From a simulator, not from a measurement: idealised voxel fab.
This is a process module. Its name is voxel self aligned contacts.
Section cut is 230 nm wide and gridded with 5 nm square cells.
In what follows, cross-sections appear as grids of square cells, described through bands that run from the top down, where every band is one or more rows of cells.
Band entry format. Leading values: height of top, height of bottom, nm. Remainder: materials in left-to-right order, each with its width in nm. Special words: "everywhere" on a single material, which then fills the band edge to edge; "empty", empty space.
Height 0 is the level under which the wafer as received is all one material. The lowest band goes on downwards, as in "0 -> down".
Quick explanation for "30 to 40": the width changes in equal steps down the rows of cells, from the first number in the band's top row to the second number in its bottom row.
"no modifications" for a step: no cell of the cross-section changed in that step.
Any empty space of 8 cells or more lacking an open way to the top shows up in "Internal closed voids" as width x height at distance, distance from the left edge, in nm.
Step line, after settings: the simulator's comment on this step.
overlay nm: mask right of planned place by this much (step with mask). Neg. = left.
### Set out below are the planned steps of the process
1 RECEIVE,material Si
2 CONFORMAL_DEP,material SiO2,thk nm 5
3 DIRECTIONAL_DEP,material polySi,thk nm 25
4 DIRECTIONAL_DEP,material SiN,thk nm 15
5 DIRECTIONAL_DEP,material aC,thk nm 10
6 PATTERN,tone cover,mask id GATE,material resist,width nm 25,pitch nm 60,thk nm 25,overlay nm 0
7 DIRECTIONAL_ETCH,etch materials aC,depth nm 10
8 STRIP,etch materials resist
9 DIRECTIONAL_ETCH,etch materials SiN,depth nm 15
10 DIRECTIONAL_ETCH,etch materials polySi,depth nm 25
11 STRIP,etch materials aC
12 CONFORMAL_DEP,material SiN,thk nm 5
13 DIRECTIONAL_ETCH,etch materials SiN,depth nm 5
14 FILL_DEP,material SiO2,thk nm 20
15 CMP,height nm 55
16 PATTERN,tone open,mask id CONTACT,material resist,width nm 35,pitch nm 60,thk nm 15,overlay nm 0
17 DIRECTIONAL_ETCH,etch materials SiO2,depth nm 55
18 STRIP,etch materials resist
19 CONFORMAL_DEP,material TiN,thk nm 5
20 FILL_DEP,material Ru,thk nm 5
21 CMP,height nm 55
22 CONFORMAL_DEP,material SiN,thk nm 5
The wafers are alike at the start. At step 6, their width nm differs. The plan lists the first wafer's value.
### The first of several wafers, as received after step 1, seen in section
- 0 -> down = Si everywhere
- Internal closed voids: none
### Per-wafer rows below. For each material: cells gained (+) or lost (-) since the wafer was received, as of end of module. Then: closed voids
width nm 25 | +64 Ru | +139 SiN | +220 SiO2 | +54 TiN | +75 polySi | Internal closed voids: none
width nm 30 | +46 Ru | +148 SiN | +214 SiO2 | +54 TiN | +90 polySi | Internal closed voids: none
width nm 35 | +28 Ru | +157 SiN | +208 SiO2 | +54 TiN | +105 polySi | Internal closed voids: none
width nm 40 | +10 Ru | +166 SiN | +202 SiO2 | +54 TiN | +120 polySi | Internal closed voids: none
width nm 45 | +10 Ru | +175 SiN | +196 SiO2 | +36 TiN | +135 polySi | Internal closed voids: none
